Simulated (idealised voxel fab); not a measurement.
This is a process module. Its name is voxel double patterning.
Square cells of 5 nm make up the cross-section cut, whose width is 165 nm.
If you're reading a cross-section in this doc, picture square cells in a grid; it comes to you as bands, top ones listed first down to the bottom, and a band can be one or more rows of cells. A band entry consists of two parts. The first gives the height of the band's top and the height of its bottom, in nm. The rest lists the band's materials from left to right, each with its width in nm. A single material labelled with the word "edge to edge" fills the band from edge to edge, and the word "empty" marks empty space. It should be noted that heights are counted from 0, beneath which the wafer as supplied is of one material throughout, and that the lowest band possesses no lower boundary but continues downward, as written in "top 0, no bottom". Graded width ("30->40"): value in top row of band = first number; value in bottom row = second number; row-to-row change constant. The cross-section has no changed cell in any step marked "same as before". Entry "Trapped voids" = empty spaces >= 8 cells with no open way to the top; each as width x height at distance, distance from left edge, all nm. Note: text after step settings on the step line = simulator remark on that step. A step line may carry the setting "overlay nm", which, for steps involving a mask, states the distance by which the mask lay to the right of its intended position; negative values denote displacement to the left.

SO HERE'S THE LINEUP OF PROCESS STEPS WE PLANNED
- 1: RECEIVE (material Si)
- 2: CONFORMAL_DEP (material SiN; thk nm 5)
- 3: DIRECTIONAL_DEP (material SiO2; thk nm 15)
- 4: DIRECTIONAL_DEP (material SiCN; thk nm 5)
- 5: DIRECTIONAL_DEP (material aC; thk nm 15)
- 6: PATTERN (tone open; mask id FIRST; material resist; width nm 15; pitch nm 50; thk nm 35; overlay nm 0)
- 7: DIRECTIONAL_ETCH (etch materials aC; depth nm 15)
- 8: STRIP (etch materials resist)
- 9: DIRECTIONAL_ETCH (etch materials SiCN; depth nm 5)
- 10: STRIP (etch materials aC)
- 11: DIRECTIONAL_DEP (material aC; thk nm 15)
- 12: PATTERN (tone open; mask id SECOND; material resist; width nm 15; thk nm 35; overlay nm 0)
- 13: DIRECTIONAL_ETCH (etch materials aC; depth nm 15)
- 14: STRIP (etch materials resist)
- 15: DIRECTIONAL_ETCH (etch materials SiCN; depth nm 5)
- 16: STRIP (etch materials aC)
- 17: DIRECTIONAL_ETCH (etch materials SiO2; depth nm 15)
- 18: STRIP (etch materials SiCN)

AS RECEIVED, AFTER STEP 1
top 0, no bottom  Si edge to edge
Trapped voids: none

AS-PLANNED RUN: CROSS-SECTION OF THE FIRST OF TWO WAFERS AT END OF MODULE
top 20, bottom 5  SiO2 50  empty 15  SiO2 10  empty 15  SiO2 10  empty 15  SiO2 50
top 5, bottom 0  SiN edge to edge
top 0, no bottom  Si edge to edge
Trapped voids: none

SECOND WAFER THROUGH THE MODULE, SECTIONED AT THE END: SAME BEGINNING AND SAME PLAN AS THE FIRST WAFER, WITH ONE MISTAKE IN CARRYING IT OUT
top 20, bottom 5  SiO2 50  empty 20  SiO2 5  empty 15  SiO2 10  empty 20  SiO2 45
top 5, bottom 0  SiN edge to edge
top 0, no bottom  Si edge to edge
Trapped voids: none
What broke from the plan during processing? off-plan run, step 6, actual operation and settings PATTERN (tone open; mask id FIRST; material resist; width nm 20; pitch nm 50; thk nm 35; overlay nm 0)
Wrapping up, a cell-based count of both wafers puts the second over or under the first for these materials: -6 SiO2
